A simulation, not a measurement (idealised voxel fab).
process module | voxel air gaps
cross-section cut | 245 nm wide | cells 5 nm
A cross-section is a grid of square cells, given in bands from the top down. A band is one or more rows of cells.
Each band's line starts with the height of the band's top and of its bottom, in nm. Then come its materials from left to right, each with its width in nm. One material with "throughout" fills the band from edge to edge. "air" is empty space.
Height 0 is the level under which the wafer as received is all one material. The lowest band goes on downwards, as in "0 down".
A width such as "30 to 40" changes by the same amount from each row of cells to the next, from the band's top row to its bottom row.
"no change" after a step means that no cell of the cross-section changed.
closed voids: empty space of 8 cells or more with no open way to the top, each as width x height at its distance from the left edge, in nm
after a step's settings: what the simulator itself notes on the step
overlay nm, on a step with a mask: how far to the right of its planned place the mask lay; to the left if negative
Each pair below shows a cross-section before one step and the cross-section after it, down to the lowest band that changed. The line under each pair gives the step between them, with its settings. The pairs can come from different runs of this module on the same starting wafer, so a pair continues from the pair above only where its "before" says so.
before
  0 down: Si throughout
  closed voids: none
after
  10 to 0: SiO2 throughout
  below 0: unchanged
  closed voids: none
the step between: op CONFORMAL_DEP | material SiO2 | thk nm 10
before: the cross-section after the pair above
after
  15 to 10: SiCN throughout
  below 10: unchanged
  closed voids: none
the step between: op CONFORMAL_DEP | material SiCN | thk nm 5
before: the cross-section after the pair above
after
  55 to 15: SiO2 throughout
  below 15: unchanged
  closed voids: none
the step between: op DIRECTIONAL_DEP | material SiO2 | thk nm 40
before: the cross-section after the pair above
after
  55 to 15: SiO2 60 | air 25 | SiO2 25 | air 25 | SiO2 25 | air 25 | SiO2 60
  below 15: unchanged
  closed voids: none
the step between: op MASKED_ETCH | tone open | mask id LINES | width nm 25 | pitch nm 50 | etch materials SiO2 | depth nm 40 | overlay nm 0
before: the cross-section after the pair above
after
  60 to 55: TiN 65 | air 15 | TiN 35 | air 15 | TiN 35 | air 15 | TiN 65
  55 to 20: SiO2 60 | TiN 5 | air 15 | TiN 5 | SiO2 25 | TiN 5 | air 15 | TiN 5 | SiO2 25 | TiN 5 | air 15 | TiN 5 | SiO2 60
  20 to 15: SiO2 60 | TiN 25 | SiO2 25 | TiN 25 | SiO2 25 | TiN 25 | SiO2 60
  below 15: unchanged
  closed voids: none
the step between: op CONFORMAL_DEP | material TiN | thk nm 5
before: the cross-section after the pair above
after
  65 to 60: W throughout
  60 to 55: TiN 65 | W 15 | TiN 35 | W 15 | TiN 35 | W 15 | TiN 65
  55 to 20: SiO2 60 | TiN 5 | W 15 | TiN 5 | SiO2 25 | TiN 5 | W 15 | TiN 5 | SiO2 25 | TiN 5 | W 15 | TiN 5 | SiO2 60
  below 20: unchanged
  closed voids: none
the step between: op FILL_DEP | material W | thk nm 5
before: the cross-section after the pair above
after
  55 to 20: SiO2 60 | TiN 5 | W 15 | TiN 5 | SiO2 25 | TiN 5 | W 15 | TiN 5 | SiO2 25 | TiN 5 | W 15 | TiN 5 | SiO2 60
  below 20: unchanged
  closed voids: none
the step between: op CMP | height nm 55
before: the cross-section after the pair above
after
  65 to 55: air 50 | Ru 45 | air 5 | Ru 45 | air 5 | Ru 45 | air 50
  below 55: unchanged
  closed voids: none
the step between: op EPI | material Ru | thk nm 10
before: the cross-section after the pair above
after
  65 to 55: air 50 | Ru 45 | air 5 | Ru 45 | air 5 | Ru 45 | air 50
  55 to 20: air 60 | TiN 5 | W 15 | TiN 5 | air 25 | TiN 5 | W 15 | TiN 5 | air 25 | TiN 5 | W 15 | TiN 5 | air 60
  20 to 15: air 60 | TiN 25 | air 25 | TiN 25 | air 25 | TiN 25 | air 60
  below 15: unchanged
  closed voids: none
the step between: op SELECTIVE_ETCH | etch materials SiO2 | depth nm 50
before: the cross-section after the pair above
after
  70 to 65: air 45 | SiCN 155 | air 45
  65 to 55: air 45 | SiCN 5 | Ru 45 | SiCN 5 | Ru 45 | SiCN 5 | Ru 45 | SiCN 5 | air 45
  55 to 50: air 45 | SiCN 15 | TiN 5 | W 15 | TiN 5 | SiCN 25 | TiN 5 | W 15 | TiN 5 | SiCN 25 | TiN 5 | W 15 | TiN 5 | SiCN 15 | air 45
  50 to 20: air 55 | SiCN 5 | TiN 5 | W 15 | TiN 5 | SiCN 5 | air 15 | SiCN 5 | TiN 5 | W 15 | TiN 5 | SiCN 5 | air 15 | SiCN 5 | TiN 5 | W 15 | TiN 5 | SiCN 5 | air 55
  20 to 15: SiCN 60 | TiN 25 | SiCN 25 | TiN 25 | SiCN 25 | TiN 25 | SiCN 60
  below 15: unchanged
  closed voids: 15 x 30 at 90; 15 x 30 at 140
the step between: op CONFORMAL_DEP | material SiCN | thk nm 5
before
  0 down: Si throughout
  closed voids: none
after
  5 to 0: SiCN throughout
  below 0: unchanged
  closed voids: none
the step between: op CONFORMAL_DEP | material SiCN | thk nm 5
before: the cross-section after the pair above
after
  45 to 5: SiO2 throughout
  below 5: unchanged
  closed voids: none
the step between: op DIRECTIONAL_DEP | material SiO2 | thk nm 40
before: the cross-section after the pair above
after
  45 to 5: SiO2 60 | air 25 | SiO2 25 | air 25 | SiO2 25 | air 25 | SiO2 60
  below 5: unchanged
  closed voids: none
the step between: op MASKED_ETCH | tone open | mask id LINES | width nm 25 | pitch nm 50 | etch materials SiO2 | depth nm 40 | overlay nm 0
before: the cross-section after the pair above
after
  50 to 45: TiN 65 | air 15 | TiN 35 | air 15 | TiN 35 | air 15 | TiN 65
  45 to 10: SiO2 60 | TiN 5 | air 15 | TiN 5 | SiO2 25 | TiN 5 | air 15 | TiN 5 | SiO2 25 | TiN 5 | air 15 | TiN 5 | SiO2 60
  10 to 5: SiO2 60 | TiN 25 | SiO2 25 | TiN 25 | SiO2 25 | TiN 25 | SiO2 60
  below 5: unchanged
  closed voids: none
the step between: op CONFORMAL_DEP | material TiN | thk nm 5
before: the cross-section after the pair above
after
  55 to 50: W throughout
  50 to 45: TiN 65 | W 15 | TiN 35 | W 15 | TiN 35 | W 15 | TiN 65
  45 to 10: SiO2 60 | TiN 5 | W 15 | TiN 5 | SiO2 25 | TiN 5 | W 15 | TiN 5 | SiO2 25 | TiN 5 | W 15 | TiN 5 | SiO2 60
  below 10: unchanged
  closed voids: none
the step between: op FILL_DEP | material W | thk nm 5
before: the cross-section after the pair above
after
  65 to 55: Ru throughout
  below 55: unchanged
  closed voids: none
the step between: op EPI | material Ru | thk nm 10
before: the cross-section after the pair above
after
  70 to 65: SiCN throughout
  below 65: unchanged
  closed voids: none
the step between: op CONFORMAL_DEP | material SiCN | thk nm 5
before
  65 to 55: air 50 | Ru 45 | air 5 | Ru 45 | air 5 | Ru 45 | air 50
  55 to 20: SiO2 60 | TiN 5 | W 15 | TiN 5 | SiO2 25 | TiN 5 | W 15 | TiN 5 | SiO2 25 | TiN 5 | W 15 | TiN 5 | SiO2 60
  20 to 15: SiO2 60 | TiN 25 | SiO2 25 | TiN 25 | SiO2 25 | TiN 25 | SiO2 60
  15 to 10: SiCN throughout
  10 to 0: SiO2 throughout
  0 down: Si throughout
  closed voids: none
after
  75 to 55: air 40 | Ru 165 | air 40
  below 55: unchanged
  closed voids: none
the step between: op EPI | material Ru | thk nm 10
before: the cross-section after the pair above
after
  75 to 55: air 40 | Ru 165 | air 40
  55 to 20: air 60 | TiN 5 | W 15 | TiN 5 | SiO2 25 | TiN 5 | W 15 | TiN 5 | SiO2 25 | TiN 5 | W 15 | TiN 5 | air 60
  20 to 15: air 60 | TiN 25 | SiO2 25 | TiN 25 | SiO2 25 | TiN 25 | air 60
  below 15: unchanged
  closed voids: none
the step between: op SELECTIVE_ETCH | etch materials SiO2 | depth nm 50
before: the cross-section after the pair above
after
  80 to 75: air 35 | SiCN 175 | air 35
  75 to 55: air 35 | SiCN 5 | Ru 165 | SiCN 5 | air 35
  55 to 50: air 35 | SiCN 25 | TiN 5 | W 15 | TiN 5 | SiO2 25 | TiN 5 | W 15 | TiN 5 | SiO2 25 | TiN 5 | W 15 | TiN 5 | SiCN 25 | air 35
  50 to 20: air 55 | SiCN 5 | TiN 5 | W 15 | TiN 5 | SiO2 25 | TiN 5 | W 15 | TiN 5 | SiO2 25 | TiN 5 | W 15 | TiN 5 | SiCN 5 | air 55
  20 to 15: SiCN 60 | TiN 25 | SiO2 25 | TiN 25 | SiO2 25 | TiN 25 | SiCN 60
  below 15: unchanged
  closed voids: none
the step between: op CONFORMAL_DEP | material SiCN | thk nm 5
before
  10 to 0: SiO2 throughout
  0 down: Si throughout
  closed voids: none
after
  50 to 0: SiO2 throughout
  below 0: unchanged
  closed voids: none
the step between: op DIRECTIONAL_DEP | material SiO2 | thk nm 40
before: the cross-section after the pair above
after
  55 to 50: SiCN throughout
  below 50: unchanged
  closed voids: none
the step between: op CONFORMAL_DEP | material SiCN | thk nm 5
before: the cross-section after the pair above
after
  60 to 55: TiN throughout
  below 55: unchanged
  closed voids: none
the step between: op CONFORMAL_DEP | material TiN | thk nm 5
before: the cross-section after the pair above
after
  65 to 60: W throughout
  below 60: unchanged
  closed voids: none
the step between: op FILL_DEP | material W | thk nm 5
before: the cross-section after the pair above
after
  55 to 50: SiCN throughout
  below 50: unchanged
  closed voids: none
the step between: op CMP | height nm 55
before: the cross-section after the pair above
after
  60 to 50: SiCN throughout
  below 50: unchanged
  closed voids: none
the step between: op CONFORMAL_DEP | material SiCN | thk nm 5
before
  55 to 20: SiO2 60 | TiN 5 | W 15 | TiN 5 | SiO2 25 | TiN 5 | W 15 | TiN 5 | SiO2 25 | TiN 5 | W 15 | TiN 5 | SiO2 60
  20 to 15: SiO2 60 | TiN 25 | SiO2 25 | TiN 25 | SiO2 25 | TiN 25 | SiO2 60
  15 to 10: SiCN throughout
  10 to 0: SiO2 throughout
  0 down: Si throughout
  closed voids: none
after
  60 to 55: air 55 | Ru 35 | air 15 | Ru 35 | air 15 | Ru 35 | air 55
  below 55: unchanged
  closed voids: none
the step between: op EPI | material Ru | thk nm 5
before: the cross-section after the pair above
after
  60 to 55: air 55 | Ru 35 | air 15 | Ru 35 | air 15 | Ru 35 | air 55
  55 to 20: air 60 | TiN 5 | W 15 | TiN 5 | air 25 | TiN 5 | W 15 | TiN 5 | air 25 | TiN 5 | W 15 | TiN 5 | air 60
  20 to 15: air 60 | TiN 25 | air 25 | TiN 25 | air 25 | TiN 25 | air 60
  below 15: unchanged
  closed voids: none
the step between: op SELECTIVE_ETCH | etch materials SiO2 | depth nm 50
before: the cross-section after the pair above
after
  65 to 60: air 50 | SiCN 45 | air 5 | SiCN 45 | air 5 | SiCN 45 | air 50
  60 to 55: air 50 | SiCN 5 | Ru 35 | SiCN 5 | air 5 | SiCN 5 | Ru 35 | SiCN 5 | air 5 | SiCN 5 | Ru 35 | SiCN 5 | air 50
  55 to 50: air 50 | SiCN 10 | TiN 5 | W 15 | TiN 5 | SiCN 10 | air 5 | SiCN 10 | TiN 5 | W 15 | TiN 5 | SiCN 10 | air 5 | SiCN 10 | TiN 5 | W 15 | TiN 5 | SiCN 10 | air 50
  50 to 20: air 55 | SiCN 5 | TiN 5 | W 15 | TiN 5 | SiCN 5 | air 15 | SiCN 5 | TiN 5 | W 15 | TiN 5 | SiCN 5 | air 15 | SiCN 5 | TiN 5 | W 15 | TiN 5 | SiCN 5 | air 55
  20 to 15: SiCN 60 | TiN 25 | SiCN 25 | TiN 25 | SiCN 25 | TiN 25 | SiCN 60
  below 15: unchanged
  closed voids: none
the step between: op CONFORMAL_DEP | material SiCN | thk nm 5
before
  55 to 15: SiO2 throughout
  15 to 10: SiCN throughout
  10 to 0: SiO2 throughout
  0 down: Si throughout
  closed voids: none
after
  55 to 15: SiO2 60 | air 30 | SiO2 20 | air 30 | SiO2 20 | air 30 | SiO2 55
  below 15: unchanged
  closed voids: none
the step between: op MASKED_ETCH | tone open | mask id LINES | width nm 30 | pitch nm 50 | etch materials SiO2 | depth nm 40 | overlay nm 0
before: the cross-section after the pair above
after
  60 to 55: TiN 65 | air 20 | TiN 30 | air 20 | TiN 30 | air 20 | TiN 60
  55 to 20: SiO2 60 | TiN 5 | air 20 | TiN 5 | SiO2 20 | TiN 5 | air 20 | TiN 5 | SiO2 20 | TiN 5 | air 20 | TiN 5 | SiO2 55
  20 to 15: SiO2 60 | TiN 30 | SiO2 20 | TiN 30 | SiO2 20 | TiN 30 | SiO2 55
  below 15: unchanged
  closed voids: none
the step between: op CONFORMAL_DEP | material TiN | thk nm 5
before: the cross-section after the pair above
after
  65 to 60: W throughout
  60 to 55: TiN 65 | W 20 | TiN 30 | W 20 | TiN 30 | W 20 | TiN 60
  55 to 20: SiO2 60 | TiN 5 | W 20 | TiN 5 | SiO2 20 | TiN 5 | W 20 | TiN 5 | SiO2 20 | TiN 5 | W 20 | TiN 5 | SiO2 55
  below 20: unchanged
  closed voids: none
the step between: op FILL_DEP | material W | thk nm 5
before: the cross-section after the pair above
after
  55 to 20: SiO2 60 | TiN 5 | W 20 | TiN 5 | SiO2 20 | TiN 5 | W 20 | TiN 5 | SiO2 20 | TiN 5 | W 20 | TiN 5 | SiO2 55
  below 20: unchanged
  closed voids: none
the step between: op CMP | height nm 55
before: the cross-section after the pair above
after
  65 to 55: air 50 | Ru 150 | air 45
  below 55: unchanged
  closed voids: none
the step between: op EPI | material Ru | thk nm 10
before: the cross-section after the pair above
after
  65 to 55: air 50 | Ru 150 | air 45
  55 to 20: air 60 | TiN 5 | W 20 | TiN 5 | SiO2 20 | TiN 5 | W 20 | TiN 5 | SiO2 20 | TiN 5 | W 20 | TiN 5 | air 55
  20 to 15: air 60 | TiN 30 | SiO2 20 | TiN 30 | SiO2 20 | TiN 30 | air 55
  below 15: unchanged
  closed voids: none
the step between: op SELECTIVE_ETCH | etch materials SiO2 | depth nm 50
before: the cross-section after the pair above
after
  70 to 65: air 45 | SiCN 160 | air 40
  65 to 55: air 45 | SiCN 5 | Ru 150 | SiCN 5 | air 40
  55 to 50: air 45 | SiCN 15 | TiN 5 | W 20 | TiN 5 | SiO2 20 | TiN 5 | W 20 | TiN 5 | SiO2 20 | TiN 5 | W 20 | TiN 5 | SiCN 15 | air 40
  50 to 20: air 55 | SiCN 5 | TiN 5 | W 20 | TiN 5 | SiO2 20 | TiN 5 | W 20 | TiN 5 | SiO2 20 | TiN 5 | W 20 | TiN 5 | SiCN 5 | air 50
  20 to 15: SiCN 60 | TiN 30 | SiO2 20 | TiN 30 | SiO2 20 | TiN 30 | SiCN 55
  below 15: unchanged
  closed voids: none
the step between: op CONFORMAL_DEP | material SiCN | thk nm 5
before
  55 to 15: SiO2 throughout
  15 to 10: SiCN throughout
  10 to 0: SiO2 throughout
  0 down: Si throughout
  closed voids: none
after
  55 to 15: SiO2 65 | air 25 | SiO2 25 | air 25 | SiO2 25 | air 25 | SiO2 55
  below 15: unchanged
  closed voids: none
the step between: op MASKED_ETCH | tone open | mask id LINES | width nm 25 | pitch nm 50 | etch materials SiO2 | depth nm 40 | overlay nm 5
before: the cross-section after the pair above
after
  60 to 55: TiN 70 | air 15 | TiN 35 | air 15 | TiN 35 | air 15 | TiN 60
  55 to 20: SiO2 65 | TiN 5 | air 15 | TiN 5 | SiO2 25 | TiN 5 | air 15 | TiN 5 | SiO2 25 | TiN 5 | air 15 | TiN 5 | SiO2 55
  20 to 15: SiO2 65 | TiN 25 | SiO2 25 | TiN 25 | SiO2 25 | TiN 25 | SiO2 55
  below 15: unchanged
  closed voids: none
the step between: op CONFORMAL_DEP | material TiN | thk nm 5
before: the cross-section after the pair above
after
  65 to 60: W throughout
  60 to 55: TiN 70 | W 15 | TiN 35 | W 15 | TiN 35 | W 15 | TiN 60
  55 to 20: SiO2 65 | TiN 5 | W 15 | TiN 5 | SiO2 25 | TiN 5 | W 15 | TiN 5 | SiO2 25 | TiN 5 | W 15 | TiN 5 | SiO2 55
  below 20: unchanged
  closed voids: none
the step between: op FILL_DEP | material W | thk nm 5
before: the cross-section after the pair above
after
  55 to 20: SiO2 65 | TiN 5 | W 15 | TiN 5 | SiO2 25 | TiN 5 | W 15 | TiN 5 | SiO2 25 | TiN 5 | W 15 | TiN 5 | SiO2 55
  below 20: unchanged
  closed voids: none
the step between: op CMP | height nm 55
before: the cross-section after the pair above
after
  65 to 55: air 55 | Ru 45 | air 5 | Ru 45 | air 5 | Ru 45 | air 45
  below 55: unchanged
  closed voids: none
the step between: op EPI | material Ru | thk nm 10
before: the cross-section after the pair above
after
  65 to 55: air 55 | Ru 45 | air 5 | Ru 45 | air 5 | Ru 45 | air 45
  55 to 20: air 65 | TiN 5 | W 15 | TiN 5 | air 25 | TiN 5 | W 15 | TiN 5 | air 25 | TiN 5 | W 15 | TiN 5 | air 55
  20 to 15: air 65 | TiN 25 | air 25 | TiN 25 | air 25 | TiN 25 | air 55
  below 15: unchanged
  closed voids: none
the step between: op SELECTIVE_ETCH | etch materials SiO2 | depth nm 50
before: the cross-section after the pair above
after
  70 to 65: air 50 | SiCN 155 | air 40
  65 to 55: air 50 | SiCN 5 | Ru 45 | SiCN 5 | Ru 45 | SiCN 5 | Ru 45 | SiCN 5 | air 40
  55 to 50: air 50 | SiCN 15 | TiN 5 | W 15 | TiN 5 | SiCN 25 | TiN 5 | W 15 | TiN 5 | SiCN 25 | TiN 5 | W 15 | TiN 5 | SiCN 15 | air 40
  50 to 20: air 60 | SiCN 5 | TiN 5 | W 15 | TiN 5 | SiCN 5 | air 15 | SiCN 5 | TiN 5 | W 15 | TiN 5 | SiCN 5 | air 15 | SiCN 5 | TiN 5 | W 15 | TiN 5 | SiCN 5 | air 50
  20 to 15: SiCN 65 | TiN 25 | SiCN 25 | TiN 25 | SiCN 25 | TiN 25 | SiCN 55
  below 15: unchanged
  closed voids: 15 x 30 at 95; 15 x 30 at 145
the step between: op CONFORMAL_DEP | material SiCN | thk nm 5
before
  65 to 55: air 50 | Ru 45 | air 5 | Ru 45 | air 5 | Ru 45 | air 50
  55 to 20: air 60 | TiN 5 | W 15 | TiN 5 | air 25 | TiN 5 | W 15 | TiN 5 | air 25 | TiN 5 | W 15 | TiN 5 | air 60
  20 to 15: air 60 | TiN 25 | air 25 | TiN 25 | air 25 | TiN 25 | air 60
  15 to 10: SiCN throughout
  10 to 0: SiO2 throughout
  0 down: Si throughout
  closed voids: none
after
  70 to 55: air 45 | Ru 155 | air 45
  55 to 50: air 45 | Ru 15 | TiN 5 | W 15 | TiN 5 | Ru 25 | TiN 5 | W 15 | TiN 5 | Ru 25 | TiN 5 | W 15 | TiN 5 | Ru 15 | air 45
  50 to 20: air 55 | Ru 5 | TiN 5 | W 15 | TiN 5 | Ru 5 | air 15 | Ru 5 | TiN 5 | W 15 | TiN 5 | Ru 5 | air 15 | Ru 5 | TiN 5 | W 15 | TiN 5 | Ru 5 | air 55
  20 to 15: Ru 60 | TiN 25 | Ru 25 | TiN 25 | Ru 25 | TiN 25 | Ru 60
  below 15: unchanged
  closed voids: 15 x 30 at 90; 15 x 30 at 140
the step between: op CONFORMAL_DEP | material Ru | thk nm 5
before
  55 to 15: SiO2 throughout
  15 to 10: SiCN throughout
  10 to 0: SiO2 throughout
  0 down: Si throughout
  closed voids: none
after
  55 to 15: air 60 | SiO2 25 | air 25 | SiO2 25 | air 25 | SiO2 25 | air 60
  below 15: unchanged
  closed voids: none
the step between: op MASKED_ETCH | tone cover | mask id LINES | width nm 25 | pitch nm 50 | etch materials SiO2 | depth nm 40 | overlay nm 0
before: the cross-section after the pair above
after
  60 to 55: air 55 | TiN 35 | air 15 | TiN 35 | air 15 | TiN 35 | air 55
  55 to 20: air 55 | TiN 5 | SiO2 25 | TiN 5 | air 15 | TiN 5 | SiO2 25 | TiN 5 | air 15 | TiN 5 | SiO2 25 | TiN 5 | air 55
  20 to 15: TiN 60 | SiO2 25 | TiN 25 | SiO2 25 | TiN 25 | SiO2 25 | TiN 60
  below 15: unchanged
  closed voids: none
the step between: op CONFORMAL_DEP | material TiN | thk nm 5
before: the cross-section after the pair above
after
  65 to 60: W throughout
  60 to 55: W 55 | TiN 35 | W 15 | TiN 35 | W 15 | TiN 35 | W 55
  55 to 20: W 55 | TiN 5 | SiO2 25 | TiN 5 | W 15 | TiN 5 | SiO2 25 | TiN 5 | W 15 | TiN 5 | SiO2 25 | TiN 5 | W 55
  below 20: unchanged
  closed voids: none
the step between: op FILL_DEP | material W | thk nm 5
before: the cross-section after the pair above
after
  55 to 20: W 55 | TiN 5 | SiO2 25 | TiN 5 | W 15 | TiN 5 | SiO2 25 | TiN 5 | W 15 | TiN 5 | SiO2 25 | TiN 5 | W 55
  below 20: unchanged
  closed voids: none
the step between: op CMP | height nm 55
before: the cross-section after the pair above
after
  65 to 55: Ru 70 | air 5 | Ru 45 | air 5 | Ru 45 | air 5 | Ru 70
  below 55: unchanged
  closed voids: none
the step between: op EPI | material Ru | thk nm 10
before: the cross-section after the pair above
after
  65 to 55: Ru 70 | air 5 | Ru 45 | air 5 | Ru 45 | air 5 | Ru 70
  55 to 20: W 55 | TiN 5 | air 25 | TiN 5 | W 15 | TiN 5 | air 25 | TiN 5 | W 15 | TiN 5 | air 25 | TiN 5 | W 55
  20 to 15: TiN 60 | air 25 | TiN 25 | air 25 | TiN 25 | air 25 | TiN 60
  below 15: unchanged
  closed voids: none
the step between: op SELECTIVE_ETCH | etch materials SiO2 | depth nm 50
before: the cross-section after the pair above
after
  70 to 65: SiCN throughout
  65 to 55: Ru 70 | SiCN 5 | Ru 45 | SiCN 5 | Ru 45 | SiCN 5 | Ru 70
  55 to 50: W 55 | TiN 5 | SiCN 25 | TiN 5 | W 15 | TiN 5 | SiCN 25 | TiN 5 | W 15 | TiN 5 | SiCN 25 | TiN 5 | W 55
  50 to 20: W 55 | TiN 5 | SiCN 5 | air 15 | SiCN 5 | TiN 5 | W 15 | TiN 5 | SiCN 5 | air 15 | SiCN 5 | TiN 5 | W 15 | TiN 5 | SiCN 5 | air 15 | SiCN 5 | TiN 5 | W 55
  20 to 15: TiN 60 | SiCN 25 | TiN 25 | SiCN 25 | TiN 25 | SiCN 25 | TiN 60
  below 15: unchanged
  closed voids: 15 x 30 at 65; 15 x 30 at 115; 15 x 30 at 165
the step between: op CONFORMAL_DEP | material SiCN | thk nm 5
